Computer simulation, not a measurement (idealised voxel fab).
process module | voxel air gaps
cross-section cut | 225 nm wide | cells 5 nm
A cross-section is a grid of square cells, given in bands from the top down. A band is one or more rows of cells.
Each band's line starts with the height of the band's top and of its bottom, in nm. Then come its materials from left to right, each with its width in nm. One material with "throughout" fills the band from edge to edge. "air" is empty space.
Height 0 is the level under which the wafer as received is all one material. The lowest band goes on downwards, as in "0 down".
A width such as "30 to 40" changes by the same amount from each row of cells to the next, from the band's top row to its bottom row.
"no change" after a step means that no cell of the cross-section changed.
closed voids: empty space of 8 cells or more with no open way to the top, each as width x height at its distance from the left edge, in nm
after a step's settings: what the simulator itself notes on the step
overlay nm, on a step with a mask: how far to the right of its planned place the mask lay; to the left if negative
plan
1 op RECEIVE | material Si
2 op CONFORMAL_DEP | material SiO2 | thk nm 15
3 op CONFORMAL_DEP | material SiN | thk nm 5
4 op DIRECTIONAL_DEP | material lowk | thk nm 30
5 op DIRECTIONAL_DEP | material aC | thk nm 10
6 op PATTERN | tone open | mask id LINES | material resist | width nm 15 | pitch nm 40 | thk nm 25 | overlay nm 0
7 op DIRECTIONAL_ETCH | etch materials aC | depth nm 10
8 op STRIP | etch materials resist
9 op DIRECTIONAL_ETCH | etch materials lowk | depth nm 30
10 op STRIP | etch materials aC
11 op CONFORMAL_DEP | material TiN | thk nm 5
12 op FILL_DEP | material W | thk nm 10
13 op CMP | height nm 50
14 op EPI | material Ru | thk nm 10
15 op SELECTIVE_ETCH | etch materials lowk | depth nm 40
16 op CONFORMAL_DEP | material SiCN | thk nm 5
as received, after step 1
  0 down: Si throughout
  closed voids: none
a wafer at the end: this start, this plan, one mistake
  80 to 75: SiCN throughout
  75 to 65: Ru throughout
  65 to 55: W throughout
  55 to 50: TiN 50 | W 5 | TiN 35 | W 5 | TiN 35 | W 5 | TiN 35 | W 5 | TiN 50
  50 to 25: lowk 45 | TiN 5 | W 5 | TiN 5 | lowk 25 | TiN 5 | W 5 | TiN 5 | lowk 25 | TiN 5 | W 5 | TiN 5 | lowk 25 | TiN 5 | W 5 | TiN 5 | lowk 45
  25 to 20: lowk 45 | TiN 15 | lowk 25 | TiN 15 | lowk 25 | TiN 15 | lowk 25 | TiN 15 | lowk 45
  20 to 15: SiN throughout
  15 to 0: SiO2 throughout
  0 down: Si throughout
  closed voids: none
what went wrong: step 13 was left out
